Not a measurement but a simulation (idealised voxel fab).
The process module presented herein is designated voxel wiring stack.
This is section cut - it's 160 nm across, gridded in 5 nm square cells.
Reading order for cross-sections: top band down to bottom band. Underlying form: a grid of square cells. Band size: one or more rows of cells. For a band, the entry starts with two heights in nm, that of the top and then that of the bottom, and carries on with the band's materials in order from left to right, each alongside its width in nm; the word "edge to edge" beside a single material means it fills the band edge to edge, and "empty" means empty space. Beneath 0, the wafer as received is one material, and that level is where height counting begins. The lowest band goes on downward without a bottom; it is written like "0 down". Width: "30->40" (first number = top row, second number = bottom row, same change from row to row of cells). No cell of the cross-section changed in a step that is given as "no modifications". Closed empty spaces (no open way to the top) of 8 cells or more are what "Sealed internal cavities" lists, each as width x height at distance from the left edge, nm for all three. Anything after a step's settings on that line? It's the simulator's own note about the step. You can add "overlay nm" to a step's line. For a step with a mask, it describes how far the mask lay to the right of its planned position, and a negative number describes a lay to the left.
-- Set out below are the planned steps of the process
1 RECEIVE | material Si
2 CONFORMAL_DEP | material SiO2 | thk nm 10
3 DIRECTIONAL_DEP | material TiN | thk nm 5
4 DIRECTIONAL_DEP | material Ru | thk nm 25
5 MASKED_ETCH | tone cover | mask id METAL_1 | width nm 25 | pitch nm 50 | etch materials Ru | depth nm 25 | overlay nm 0
6 MASKED_ETCH | tone cover | mask id METAL_1 | width nm 25 | pitch nm 50 | etch materials TiN | depth nm 5 | overlay nm 0
7 CONFORMAL_DEP | material SiN | thk nm 5
8 FILL_DEP | material lowk | thk nm 5
9 CMP | height nm 40
10 CONFORMAL_DEP | material SiCN | thk nm 5
11 DIRECTIONAL_DEP | material SiO2 | thk nm 35
12 DIRECTIONAL_DEP | material aC | thk nm 10
13 PATTERN | tone open | mask id METAL_2_HOLES | material resist | width nm 15 | pitch nm 100 | thk nm 30 | overlay nm 0
14 DIRECTIONAL_ETCH | etch materials aC | depth nm 10
15 STRIP | etch materials resist
16 DIRECTIONAL_ETCH | etch materials SiO2 | depth nm 35
17 STRIP | etch materials aC
18 PATTERN | tone open | mask id METAL_2 | material resist | width nm 25 | pitch nm 50 | thk nm 15 | overlay nm 0
19 DIRECTIONAL_ETCH | etch materials SiO2 | depth nm 20
20 DIRECTIONAL_ETCH | etch materials SiCN | depth nm 5
21 STRIP | etch materials resist
22 CONFORMAL_DEP | material TiN | thk nm 5
23 FILL_DEP | material Cu | thk nm 10
24 CMP | height nm 80
25 CONFORMAL_DEP | material SiCN | thk nm 5
26 DIRECTIONAL_DEP | material SiO2 | thk nm 30
27 MASKED_ETCH | tone open | mask id METAL_3 | width nm 25 | pitch nm 50 | etch materials SiO2 | depth nm 15 | overlay nm 0
28 DIRECTIONAL_DEP | material aC | thk nm 10
29 PATTERN | tone open | mask id METAL_3_HOLES | material resist | width nm 15 | pitch nm 100 | thk nm 30 | overlay nm 0
30 DIRECTIONAL_ETCH | etch materials aC | depth nm 10
31 STRIP | etch materials resist
32 DIRECTIONAL_ETCH | etch materials SiO2 | depth nm 15
33 DIRECTIONAL_ETCH | etch materials SiCN | depth nm 5
34 STRIP | etch materials aC
35 CONFORMAL_DEP | material TiN | thk nm 5
36 FILL_DEP | material Ru | thk nm 5
37 CMP | height nm 115
38 CONFORMAL_DEP | material SiCN | thk nm 5
39 DIRECTIONAL_DEP | material lowk | thk nm 25
40 DIRECTIONAL_DEP | material aC | thk nm 15
41 PATTERN | tone open | mask id METAL_4_HOLES | material resist | width nm 15 | pitch nm 100 | thk nm 30 | overlay nm 0
42 DIRECTIONAL_ETCH | etch materials aC | depth nm 15
43 STRIP | etch materials resist
44 DIRECTIONAL_ETCH | etch materials lowk | depth nm 25
45 STRIP | etch materials aC
46 DIRECTIONAL_DEP | material aC | thk nm 15
47 PATTERN | tone open | mask id METAL_4 | material resist | width nm 25 | pitch nm 50 | thk nm 30 | overlay nm 0
48 DIRECTIONAL_ETCH | etch materials aC | depth nm 15
49 STRIP | etch materials resist
50 DIRECTIONAL_ETCH | etch materials lowk | depth nm 15
51 DIRECTIONAL_ETCH | etch materials SiCN | depth nm 5
52 STRIP | etch materials aC
53 CONFORMAL_DEP | material TiN | thk nm 5
54 FILL_DEP | material Ru | thk nm 10
55 CMP | height nm 145
56 CONFORMAL_DEP | material SiN | thk nm 5
-- Cross-section of the incoming wafer, state after step 1
	0 down  Si edge to edge
	Sealed internal cavities: none
-- End-of-module cross-section of the first of two wafers, processed as planned
	150 to 145  SiN edge to edge
	145 to 135  lowk 15 nm | TiN 5 nm | Ru 15 nm | TiN 5 nm | lowk 25 nm | TiN 5 nm | Ru 15 nm | TiN 5 nm | lowk 25 nm | TiN 5 nm | Ru 15 nm | TiN 5 nm | lowk 20 nm
	135 to 130  lowk 15 nm | TiN 5 nm | Ru 5 nm | TiN 15 nm | lowk 25 nm | TiN 25 nm | lowk 25 nm | TiN 5 nm | Ru 5 nm | TiN 15 nm | lowk 20 nm
	130 to 120  lowk 15 nm | TiN 5 nm | Ru 5 nm | TiN 5 nm | lowk 85 nm | TiN 5 nm | Ru 5 nm | TiN 5 nm | lowk 30 nm
	120 to 115  SiCN 15 nm | TiN 15 nm | SiCN 85 nm | TiN 15 nm | SiCN 30 nm
	115 to 105  SiO2 15 nm | TiN 5 nm | Ru 15 nm | TiN 5 nm | SiO2 25 nm | TiN 5 nm | Ru 15 nm | TiN 5 nm | SiO2 25 nm | TiN 5 nm | Ru 15 nm | TiN 5 nm | SiO2 20 nm
	105 to 100  SiO2 15 nm | TiN 5 nm | Ru 5 nm | TiN 15 nm | SiO2 25 nm | TiN 25 nm | SiO2 25 nm | TiN 5 nm | Ru 5 nm | TiN 15 nm | SiO2 20 nm
	100 to 85  SiO2 15 nm | TiN 5 nm | Ru 5 nm | TiN 5 nm | SiO2 85 nm | TiN 5 nm | Ru 5 nm | TiN 5 nm | SiO2 30 nm
	85 to 80  SiCN 15 nm | TiN 15 nm | SiCN 85 nm | TiN 15 nm | SiCN 30 nm
	80 to 65  SiO2 15 nm | TiN 5 nm | Cu 15 nm | TiN 5 nm | SiO2 25 nm | TiN 5 nm | Cu 15 nm | TiN 5 nm | SiO2 25 nm | TiN 5 nm | Cu 15 nm | TiN 5 nm | SiO2 20 nm
	65 to 60  SiO2 15 nm | TiN 5 nm | Cu 5 nm | TiN 15 nm | SiO2 25 nm | TiN 25 nm | SiO2 25 nm | TiN 5 nm | Cu 5 nm | TiN 15 nm | SiO2 20 nm
	60 to 45  SiO2 15 nm | TiN 5 nm | Cu 5 nm | TiN 5 nm | SiO2 85 nm | TiN 5 nm | Cu 5 nm | TiN 5 nm | SiO2 30 nm
	45 to 40  SiCN 15 nm | TiN 15 nm | SiCN 85 nm | TiN 15 nm | SiCN 30 nm
	40 to 15  lowk 10 nm | SiN 5 nm | Ru 25 nm | SiN 5 nm | lowk 15 nm | SiN 5 nm | Ru 25 nm | SiN 5 nm | lowk 15 nm | SiN 5 nm | Ru 25 nm | SiN 5 nm | lowk 15 nm
	15 to 10  SiN 15 nm | TiN 25 nm | SiN 25 nm | TiN 25 nm | SiN 25 nm | TiN 25 nm | SiN 20 nm
	10 to 0  SiO2 edge to edge
	0 down  Si edge to edge
	Sealed internal cavities: none
-- Second wafer cross-section at end of module - shared start and plan with the first, one mistake in the run
	150 to 145  SiN edge to edge
	145 to 135  lowk 15 nm | TiN 5 nm | Ru 15 nm | TiN 5 nm | lowk 25 nm | TiN 5 nm | Ru 15 nm | TiN 5 nm | lowk 25 nm | TiN 5 nm | Ru 15 nm | TiN 5 nm | lowk 20 nm
	135 to 130  lowk 15 nm | TiN 5 nm | Ru 5 nm | TiN 15 nm | lowk 25 nm | TiN 25 nm | lowk 25 nm | TiN 5 nm | Ru 5 nm | TiN 15 nm | lowk 20 nm
	130 to 120  lowk 15 nm | TiN 5 nm | Ru 5 nm | TiN 5 nm | lowk 85 nm | TiN 5 nm | Ru 5 nm | TiN 5 nm | lowk 30 nm
	120 to 115  SiCN 15 nm | TiN 15 nm | SiCN 85 nm | TiN 15 nm | SiCN 30 nm
	115 to 105  SiO2 15 nm | TiN 5 nm | Ru 15 nm | TiN 5 nm | SiO2 25 nm | TiN 5 nm | Ru 15 nm | TiN 5 nm | SiO2 25 nm | TiN 5 nm | Ru 15 nm | TiN 5 nm | SiO2 20 nm
	105 to 100  SiO2 15 nm | TiN 5 nm | Ru 5 nm | TiN 15 nm | SiO2 25 nm | TiN 25 nm | SiO2 25 nm | TiN 5 nm | Ru 5 nm | TiN 15 nm | SiO2 20 nm
	100 to 85  SiO2 15 nm | TiN 5 nm | Ru 5 nm | TiN 5 nm | SiO2 85 nm | TiN 5 nm | Ru 5 nm | TiN 5 nm | SiO2 30 nm
	85 to 80  SiCN 15 nm | TiN 15 nm | SiCN 85 nm | TiN 15 nm | SiCN 30 nm
	80 to 60  SiO2 15 nm | TiN 5 nm | Cu 15 nm | TiN 5 nm | SiO2 25 nm | TiN 5 nm | Cu 15 nm | TiN 5 nm | SiO2 25 nm | TiN 5 nm | Cu 15 nm | TiN 5 nm | SiO2 20 nm
	60 to 55  SiO2 15 nm | TiN 5 nm | Cu 5 nm | TiN 15 nm | SiO2 25 nm | TiN 25 nm | SiO2 25 nm | TiN 5 nm | Cu 5 nm | TiN 15 nm | SiO2 20 nm
	55 to 45  SiO2 15 nm | TiN 5 nm | Cu 5 nm | TiN 5 nm | SiO2 85 nm | TiN 5 nm | Cu 5 nm | TiN 5 nm | SiO2 30 nm
	45 to 40  SiCN 15 nm | TiN 15 nm | SiCN 85 nm | TiN 15 nm | SiCN 30 nm
	40 to 15  lowk 10 nm | SiN 5 nm | Ru 25 nm | SiN 5 nm | lowk 15 nm | SiN 5 nm | Ru 25 nm | SiN 5 nm | lowk 15 nm | SiN 5 nm | Ru 25 nm | SiN 5 nm | lowk 15 nm
	15 to 10  SiN 15 nm | TiN 25 nm | SiN 25 nm | TiN 25 nm | SiN 25 nm | TiN 25 nm | SiN 20 nm
	10 to 0  SiO2 edge to edge
	0 down  Si edge to edge
	Sealed internal cavities: none
What went wrong in running the wafer? off-plan run, step 19, actual operation and settings DIRECTIONAL_ETCH | etch materials SiO2 | depth nm 25
The second wafer ends with more or fewer cells of some materials than the first, per final count: Cu: 7 more, SiO2: 9 fewer, TiN: 2 more
